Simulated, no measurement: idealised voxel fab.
The name of this process module is voxel transistor to metal.
This is section cut - it's 165 nm across, gridded in 5 nm square cells.
Cross-section spec: square-cell grid; bands listed top down; each band is one or more rows.
Band: top height; bottom height; in nm. Then, left to right: material with width in nm, for each material. "edge to edge": a single material spanning edge to edge. "blank": empty space.
Note: height 0 marks the level under which the wafer is uniformly one material as received. Lowest band unbounded below, written "0 -> down".
Width "30 to 40": first value at the band's top row of cells, second value at its bottom row, equal change from row to row.
You'll sometimes find "no alteration" written for a step, and that's the way of saying that nowhere in the cross-section did a cell change during that step.
"Cavities, closed" means: voids of 8 cells or more that are shut off from the top with no open way through. Written width x height at distance, distance from the left edge, in nm.
Heads up: the bit after the settings on a step's line is the simulator's remark on that step.
If you see "overlay nm" on a step's line and that step has a mask, it's telling you how far right of where it was planned the mask ended up; a negative number means it went left instead.

[Planned process steps]
step 1: op RECEIVE | material Si
step 2: op CONFORMAL_DEP | material SiO2 | thk nm 5
step 3: op CONFORMAL_DEP | material SiN | thk nm 15
step 4: op DIRECTIONAL_DEP | material aC | thk nm 10
step 5: op PATTERN | tone cover | mask id ACTIVE | material resist | width nm 105 | thk nm 30 | overlay nm 0
step 6: op DIRECTIONAL_ETCH | etch materials aC | depth nm 10
step 7: op STRIP | etch materials resist
step 8: op DIRECTIONAL_ETCH | etch materials SiN | depth nm 15
step 9: op DIRECTIONAL_ETCH | etch materials SiO2 | depth nm 5
step 10: op DIRECTIONAL_ETCH | etch materials Si | depth nm 30
step 11: op STRIP | etch materials aC
step 12: op OXIDIZE | depth nm 5
step 13: op FILL_DEP | material SiO2 | thk nm 10
step 14: op CMP | height nm 20
step 15: op SELECTIVE_ETCH | etch materials SiO2 | depth nm 10
step 16: op STRIP | etch materials SiN
step 17: op SELECTIVE_ETCH | etch materials SiO2 | depth nm 5
step 18: op OXIDIZE | depth nm 5
step 19: op DIRECTIONAL_DEP | material polySi | thk nm 20
step 20: op DIRECTIONAL_DEP | material SiCN | thk nm 10
step 21: op PATTERN | tone cover | mask id GATE | material resist | width nm 35 | thk nm 20 | overlay nm 0
step 22: op DIRECTIONAL_ETCH | etch materials SiCN | depth nm 20
step 23: op DIRECTIONAL_ETCH | etch materials polySi | depth nm 30
step 24: op STRIP | etch materials resist
step 25: op CONFORMAL_DEP | material SiO2 | thk nm 5
step 26: op DIRECTIONAL_ETCH | etch materials SiO2 | depth nm 5
step 27: op CONFORMAL_DEP | material SiN | thk nm 10
step 28: op DIRECTIONAL_ETCH | etch materials SiN | depth nm 10
step 29: op DIRECTIONAL_ETCH | etch materials SiO2 | depth nm 5
step 30: op DIRECTIONAL_ETCH | etch materials Si | depth nm 5
step 31: op EPI | material pSi | thk nm 5
step 32: op FILL_DEP | material SiO2 | thk nm 10
step 33: op CMP | height nm 20
step 34: op STRIP | etch materials polySi
step 35: op SELECTIVE_ETCH | etch materials SiO2 | depth nm 5
step 36: op CONFORMAL_DEP | material HfO2 | thk nm 5
step 37: op CONFORMAL_DEP | material TiN | thk nm 5
step 38: op FILL_DEP | material W | thk nm 10
step 39: op CMP | height nm 15
step 40: op DIRECTIONAL_DEP | material SiO2 | thk nm 15
step 41: op DIRECTIONAL_DEP | material aC | thk nm 10
step 42: op PATTERN | tone open | mask id CONTACT | material resist | width nm 15 | pitch nm 80 | thk nm 30 | overlay nm 0
step 43: op DIRECTIONAL_ETCH | etch materials aC | depth nm 10
step 44: op STRIP | etch materials resist
step 45: op DIRECTIONAL_ETCH | etch materials SiO2 | depth nm 30
step 46: op STRIP | etch materials aC
step 47: op CONFORMAL_DEP | material TiN | thk nm 5
step 48: op FILL_DEP | material Ru | thk nm 5
step 49: op CMP | height nm 30
step 50: op DIRECTIONAL_DEP | material TiN | thk nm 5
step 51: op DIRECTIONAL_DEP | material Ru | thk nm 20
step 52: op MASKED_ETCH | tone cover | mask id METAL_1 | width nm 15 | pitch nm 80 | etch materials Ru | depth nm 20 | overlay nm 0
step 53: op MASKED_ETCH | tone cover | mask id METAL_1 | width nm 15 | pitch nm 80 | etch materials TiN | depth nm 5 | overlay nm 0
step 54: op CONFORMAL_DEP | material SiN | thk nm 5
step 55: op FILL_DEP | material lowk | thk nm 10
step 56: op CMP | height nm 55
step 57: op CONFORMAL_DEP | material SiCN | thk nm 5
step 58: op DIRECTIONAL_DEP | material SiO2 | thk nm 25
step 59: op DIRECTIONAL_DEP | material aC | thk nm 10
step 60: op PATTERN | tone open | mask id METAL_2 | material resist | width nm 15 | pitch nm 80 | thk nm 25 | overlay nm 0
step 61: op DIRECTIONAL_ETCH | etch materials aC | depth nm 10
step 62: op STRIP | etch materials resist
step 63: op DIRECTIONAL_ETCH | etch materials SiO2 | depth nm 15
step 64: op STRIP | etch materials aC
step 65: op MASKED_ETCH | tone open | mask id METAL_2_HOLES | width nm 15 | pitch nm 80 | etch materials SiO2 | depth nm 10 | overlay nm 0
step 66: op MASKED_ETCH | tone open | mask id METAL_2_HOLES | width nm 15 | pitch nm 80 | etch materials SiCN | depth nm 5 | overlay nm 0
step 67: op CONFORMAL_DEP | material TiN | thk nm 5
step 68: op FILL_DEP | material Cu | thk nm 10
step 69: op CMP | height nm 85
step 70: op CONFORMAL_DEP | material SiN | thk nm 5

[Shown in cross-section is the wafer as received, that is, as it stands after step 1]
0 -> down | Si edge to edge
Cavities, closed: none

[Cross-section: first of two wafers, module finished, run according to plan]
90 -> 85 | SiN edge to edge
85 -> 60 | SiO2 35 / TiN 5 / Cu 5 / TiN 5 / SiO2 65 / TiN 5 / Cu 5 / TiN 5 / SiO2 35
60 -> 55 | SiCN 35 / TiN 15 / SiCN 65 / TiN 15 / SiCN 35
55 -> 35 | lowk 30 / SiN 5 / Ru 15 / SiN 5 / lowk 55 / SiN 5 / Ru 15 / SiN 5 / lowk 30
35 -> 30 | SiN 35 / TiN 15 / SiN 65 / TiN 15 / SiN 35
30 -> 15 | SiO2 35 / TiN 5 / Ru 5 / TiN 5 / SiO2 65 / TiN 5 / Ru 5 / TiN 5 / SiO2 35
15 -> 10 | SiO2 35 / TiN 5 / Ru 5 / TiN 5 / SiN 10 / HfO2 5 / TiN 5 / W 25 / TiN 5 / HfO2 5 / SiN 10 / TiN 5 / Ru 5 / TiN 5 / SiO2 35
10 -> 5 | SiO2 35 / TiN 15 / SiN 10 / HfO2 5 / TiN 5 / W 25 / TiN 5 / HfO2 5 / SiN 10 / TiN 15 / SiO2 35
5 -> 0 | SiO2 30 / SiN 10 / TiN 10 / SiN 10 / HfO2 5 / TiN 35 / HfO2 5 / SiN 10 / TiN 10 / SiN 10 / SiO2 30
0 -> -5 | SiO2 40 / pSi 10 / SiO2 10 / HfO2 45 / SiO2 10 / pSi 10 / SiO2 40
-5 -> -10 | SiO2 35 / Si 5 / pSi 10 / Si 65 / pSi 10 / Si 5 / SiO2 35
-10 -> -35 | SiO2 35 / Si 95 / SiO2 35
-35 -> down | Si edge to edge
Cavities, closed: none

[End-of-module cross-section of the second wafer: identical starting point and process plan to the first, with one processing mistake]
90 -> 85 | SiN edge to edge
85 -> 60 | SiO2 35 / TiN 5 / Cu 5 / TiN 5 / SiO2 65 / TiN 5 / Cu 5 / TiN 5 / SiO2 35
60 -> 55 | SiCN 35 / TiN 15 / SiCN 65 / TiN 15 / SiCN 35
55 -> 40 | lowk 25 / SiN 5 / Ru 15 / SiN 5 / lowk 55 / SiN 5 / Ru 15 / SiN 5 / lowk 35
40 -> 35 | lowk 25 / SiN 5 / Ru 15 / SiN 10 / lowk 50 / SiN 5 / Ru 15 / SiN 10 / lowk 30
35 -> 30 | SiN 30 / TiN 20 / SiN 60 / TiN 20 / SiN 35
30 -> 15 | SiO2 35 / TiN 5 / Ru 5 / TiN 5 / SiO2 65 / TiN 5 / Ru 5 / TiN 5 / SiO2 35
15 -> 10 | SiO2 35 / TiN 5 / Ru 5 / TiN 5 / SiN 10 / HfO2 5 / TiN 5 / W 25 / TiN 5 / HfO2 5 / SiN 10 / TiN 5 / Ru 5 / TiN 5 / SiO2 35
10 -> 5 | SiO2 35 / TiN 15 / SiN 10 / HfO2 5 / TiN 5 / W 25 / TiN 5 / HfO2 5 / SiN 10 / TiN 15 / SiO2 35
5 -> 0 | SiO2 30 / SiN 10 / TiN 10 / SiN 10 / HfO2 5 / TiN 35 / HfO2 5 / SiN 10 / TiN 10 / SiN 10 / SiO2 30
0 -> -5 | SiO2 40 / pSi 10 / SiO2 10 / HfO2 45 / SiO2 10 / pSi 10 / SiO2 40
-5 -> -10 | SiO2 35 / Si 5 / pSi 10 / Si 65 / pSi 10 / Si 5 / SiO2 35
-10 -> -35 | SiO2 35 / Si 95 / SiO2 35
-35 -> down | Si edge to edge
Cavities, closed: none
Heads up, the wafer didn't run the way we planned it: planned and actual differ for step 52; actual: op MASKED_ETCH | tone cover | mask id METAL_1 | width nm 15 | pitch nm 80 | etch materials Ru | depth nm 20 | overlay nm -5
The final cell counts differ between the wafers, with the second having more or fewer of some materials than the first: TiN: 2 more; lowk: 2 fewer
